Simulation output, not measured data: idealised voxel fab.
process module | voxel self aligned contacts
cross-section cut | 205 nm wide | cells 5 nm
A cross-section is a grid of square cells, given in bands from the top down. A band is one or more rows of cells.
Each band's line starts with the height of the band's top and of its bottom, in nm. Then come its materials from left to right, each with its width in nm. One material with "throughout" fills the band from edge to edge. "air" is empty space.
Height 0 is the level under which the wafer as received is all one material. The lowest band goes on downwards, as in "0 down".
A width such as "30 to 40" changes by the same amount from each row of cells to the next, from the band's top row to its bottom row.
"no change" after a step means that no cell of the cross-section changed.
closed voids: empty space of 8 cells or more with no open way to the top, each as width x height at its distance from the left edge, in nm
after a step's settings: what the simulator itself notes on the step
overlay nm, on a step with a mask: how far to the right of its planned place the mask lay; to the left if negative
plan
1 op RECEIVE | material Si
2 op CONFORMAL_DEP | material SiO2 | thk nm 5
3 op DIRECTIONAL_DEP | material polySi | thk nm 20
4 op DIRECTIONAL_DEP | material SiN | thk nm 20
5 op MASKED_ETCH | tone cover | mask id GATE | width nm 35 | pitch nm 70 | etch materials SiN | depth nm 20 | overlay nm 0
6 op MASKED_ETCH | tone cover | mask id GATE | width nm 35 | pitch nm 70 | etch materials polySi | depth nm 20 | overlay nm 0
7 op CONFORMAL_DEP | material SiN | thk nm 10
8 op DIRECTIONAL_ETCH | etch materials SiN | depth nm 10
9 op FILL_DEP | material SiO2 | thk nm 10
10 op CMP | height nm 50
11 op PATTERN | tone open | mask id CONTACT | material resist | width nm 45 | pitch nm 70 | thk nm 20 | overlay nm 0
12 op DIRECTIONAL_ETCH | etch materials SiO2 | depth nm 50
13 op STRIP | etch materials resist
14 op CONFORMAL_DEP | material TiN | thk nm 5
15 op FILL_DEP | material Ru | thk nm 10
16 op CMP | height nm 50
17 op CONFORMAL_DEP | material SiCN | thk nm 5
first wafer, as planned
as received, after step 1
  0 down: Si throughout
  closed voids: none
after step 2
  5 to 0: SiO2 throughout
  below 0: unchanged
after step 3
  25 to 5: polySi throughout
  below 5: unchanged
after step 4
  45 to 25: SiN throughout
  below 25: unchanged
after step 5
  45 to 25: air 15 | SiN 35 | air 35 | SiN 35 | air 35 | SiN 35 | air 15
  below 25: unchanged
after step 6
  45 to 25: air 15 | SiN 35 | air 35 | SiN 35 | air 35 | SiN 35 | air 15
  25 to 5: air 15 | polySi 35 | air 35 | polySi 35 | air 35 | polySi 35 | air 15
  below 5: unchanged
after step 7
  55 to 25: air 5 | SiN 55 | air 15 | SiN 55 | air 15 | SiN 55 | air 5
  25 to 15: air 5 | SiN 10 | polySi 35 | SiN 10 | air 15 | SiN 10 | polySi 35 | SiN 10 | air 15 | SiN 10 | polySi 35 | SiN 10 | air 5
  15 to 5: SiN 15 | polySi 35 | SiN 35 | polySi 35 | SiN 35 | polySi 35 | SiN 15
  below 5: unchanged
after step 8
  45 to 25: air 5 | SiN 55 | air 15 | SiN 55 | air 15 | SiN 55 | air 5
  25 to 5: air 5 | SiN 10 | polySi 35 | SiN 10 | air 15 | SiN 10 | polySi 35 | SiN 10 | air 15 | SiN 10 | polySi 35 | SiN 10 | air 5
  below 5: unchanged
after step 9
  55 to 45: SiO2 throughout
  45 to 25: SiO2 5 | SiN 55 | SiO2 15 | SiN 55 | SiO2 15 | SiN 55 | SiO2 5
  25 to 5: SiO2 5 | SiN 10 | polySi 35 | SiN 10 | SiO2 15 | SiN 10 | polySi 35 | SiN 10 | SiO2 15 | SiN 10 | polySi 35 | SiN 10 | SiO2 5
  below 5: unchanged
after step 10
  50 to 45: SiO2 throughout
  below 45: unchanged
after step 11
  70 to 50: resist 45 | air 45 | resist 25 | air 45 | resist 45
  below 50: unchanged
after step 12
  70 to 50: resist 45 | air 45 | resist 25 | air 45 | resist 45
  50 to 45: SiO2 45 | air 45 | SiO2 25 | air 45 | SiO2 45
  45 to 25: SiO2 5 | SiN 55 | air 15 | SiN 55 | air 15 | SiN 55 | SiO2 5
  25 to 5: SiO2 5 | SiN 10 | polySi 35 | SiN 10 | air 15 | SiN 10 | polySi 35 | SiN 10 | air 15 | SiN 10 | polySi 35 | SiN 10 | SiO2 5
  5 to 0: SiO2 60 | air 15 | SiO2 55 | air 15 | SiO2 60
  below 0: unchanged
after step 13
  50 to 45: SiO2 45 | air 45 | SiO2 25 | air 45 | SiO2 45
  below 45: unchanged
after step 14
  55 to 50: TiN 50 | air 35 | TiN 35 | air 35 | TiN 50
  50 to 45: SiO2 45 | TiN 20 | air 5 | TiN 20 | SiO2 25 | TiN 20 | air 5 | TiN 20 | SiO2 45
  45 to 25: SiO2 5 | SiN 55 | TiN 5 | air 5 | TiN 5 | SiN 55 | TiN 5 | air 5 | TiN 5 | SiN 55 | SiO2 5
  25 to 5: SiO2 5 | SiN 10 | polySi 35 | SiN 10 | TiN 5 | air 5 | TiN 5 | SiN 10 | polySi 35 | SiN 10 | TiN 5 | air 5 | TiN 5 | SiN 10 | polySi 35 | SiN 10 | SiO2 5
  5 to 0: SiO2 60 | TiN 15 | SiO2 55 | TiN 15 | SiO2 60
  below 0: unchanged
after step 15
  65 to 55: Ru throughout
  55 to 50: TiN 50 | Ru 35 | TiN 35 | Ru 35 | TiN 50
  50 to 45: SiO2 45 | TiN 20 | Ru 5 | TiN 20 | SiO2 25 | TiN 20 | Ru 5 | TiN 20 | SiO2 45
  45 to 25: SiO2 5 | SiN 55 | TiN 5 | Ru 5 | TiN 5 | SiN 55 | TiN 5 | Ru 5 | TiN 5 | SiN 55 | SiO2 5
  25 to 5: SiO2 5 | SiN 10 | polySi 35 | SiN 10 | TiN 5 | Ru 5 | TiN 5 | SiN 10 | polySi 35 | SiN 10 | TiN 5 | Ru 5 | TiN 5 | SiN 10 | polySi 35 | SiN 10 | SiO2 5
  below 5: unchanged
after step 16
  50 to 45: SiO2 45 | TiN 20 | Ru 5 | TiN 20 | SiO2 25 | TiN 20 | Ru 5 | TiN 20 | SiO2 45
  below 45: unchanged
after step 17
  55 to 50: SiCN throughout
  below 50: unchanged
second wafer: like start, like plan, one mistake. Through step 2 it matches the first wafer
when step 3 should have ended
  45 to 5: polySi throughout
  below 5: unchanged
when step 4 should have ended
  65 to 45: SiN throughout
  below 45: unchanged
when step 5 should have ended
  65 to 45: air 15 | SiN 35 | air 35 | SiN 35 | air 35 | SiN 35 | air 15
  below 45: unchanged
when step 6 should have ended
  65 to 45: air 15 | SiN 35 | air 35 | SiN 35 | air 35 | SiN 35 | air 15
  45 to 25: air 15 | polySi 35 | air 35 | polySi 35 | air 35 | polySi 35 | air 15
  below 25: unchanged
when step 7 should have ended
  75 to 45: air 5 | SiN 55 | air 15 | SiN 55 | air 15 | SiN 55 | air 5
  45 to 35: air 5 | SiN 10 | polySi 35 | SiN 10 | air 15 | SiN 10 | polySi 35 | SiN 10 | air 15 | SiN 10 | polySi 35 | SiN 10 | air 5
  35 to 25: SiN 15 | polySi 35 | SiN 35 | polySi 35 | SiN 35 | polySi 35 | SiN 15
  below 25: unchanged
when step 8 should have ended
  65 to 45: air 5 | SiN 55 | air 15 | SiN 55 | air 15 | SiN 55 | air 5
  45 to 25: air 5 | SiN 10 | polySi 35 | SiN 10 | air 15 | SiN 10 | polySi 35 | SiN 10 | air 15 | SiN 10 | polySi 35 | SiN 10 | air 5
  below 25: unchanged
when step 9 should have ended
  75 to 65: SiO2 throughout
  65 to 45: SiO2 5 | SiN 55 | SiO2 15 | SiN 55 | SiO2 15 | SiN 55 | SiO2 5
  45 to 25: SiO2 5 | SiN 10 | polySi 35 | SiN 10 | SiO2 15 | SiN 10 | polySi 35 | SiN 10 | SiO2 15 | SiN 10 | polySi 35 | SiN 10 | SiO2 5
  below 25: unchanged
when step 10 should have ended
  50 to 45: SiO2 5 | SiN 55 | SiO2 15 | SiN 55 | SiO2 15 | SiN 55 | SiO2 5
  below 45: unchanged
when step 11 should have ended
  70 to 50: resist 45 | air 45 | resist 25 | air 45 | resist 45
  below 50: unchanged
when step 12 should have ended
  70 to 50: resist 45 | air 45 | resist 25 | air 45 | resist 45
  50 to 45: SiO2 5 | SiN 55 | air 15 | SiN 55 | air 15 | SiN 55 | SiO2 5
  45 to 25: SiO2 5 | SiN 10 | polySi 35 | SiN 10 | air 15 | SiN 10 | polySi 35 | SiN 10 | air 15 | SiN 10 | polySi 35 | SiN 10 | SiO2 5
  below 25: unchanged
when step 13 should have ended
  50 to 45: SiO2 5 | SiN 55 | air 15 | SiN 55 | air 15 | SiN 55 | SiO2 5
  below 45: unchanged
when step 14 should have ended
  55 to 50: TiN 65 | air 5 | TiN 65 | air 5 | TiN 65
  50 to 45: SiO2 5 | SiN 55 | TiN 5 | air 5 | TiN 5 | SiN 55 | TiN 5 | air 5 | TiN 5 | SiN 55 | SiO2 5
  45 to 30: SiO2 5 | SiN 10 | polySi 35 | SiN 10 | TiN 5 | air 5 | TiN 5 | SiN 10 | polySi 35 | SiN 10 | TiN 5 | air 5 | TiN 5 | SiN 10 | polySi 35 | SiN 10 | SiO2 5
  30 to 25: SiO2 5 | SiN 10 | polySi 35 | SiN 10 | TiN 15 | SiN 10 | polySi 35 | SiN 10 | TiN 15 | SiN 10 | polySi 35 | SiN 10 | SiO2 5
  below 25: unchanged
when step 15 should have ended
  65 to 55: Ru throughout
  55 to 50: TiN 65 | Ru 5 | TiN 65 | Ru 5 | TiN 65
  50 to 45: SiO2 5 | SiN 55 | TiN 5 | Ru 5 | TiN 5 | SiN 55 | TiN 5 | Ru 5 | TiN 5 | SiN 55 | SiO2 5
  45 to 30: SiO2 5 | SiN 10 | polySi 35 | SiN 10 | TiN 5 | Ru 5 | TiN 5 | SiN 10 | polySi 35 | SiN 10 | TiN 5 | Ru 5 | TiN 5 | SiN 10 | polySi 35 | SiN 10 | SiO2 5
  below 30: unchanged
when step 16 should have ended
  50 to 45: SiO2 5 | SiN 55 | TiN 5 | Ru 5 | TiN 5 | SiN 55 | TiN 5 | Ru 5 | TiN 5 | SiN 55 | SiO2 5
  below 45: unchanged
when step 17 should have ended
  55 to 50: SiCN throughout
  below 50: unchanged
what went wrong: step 3 was run twice
at the end the second wafer has, in cells: 10 fewer of Ru | 99 fewer of SiN | 23 fewer of SiO2 | 32 fewer of TiN | 164 more of polySi
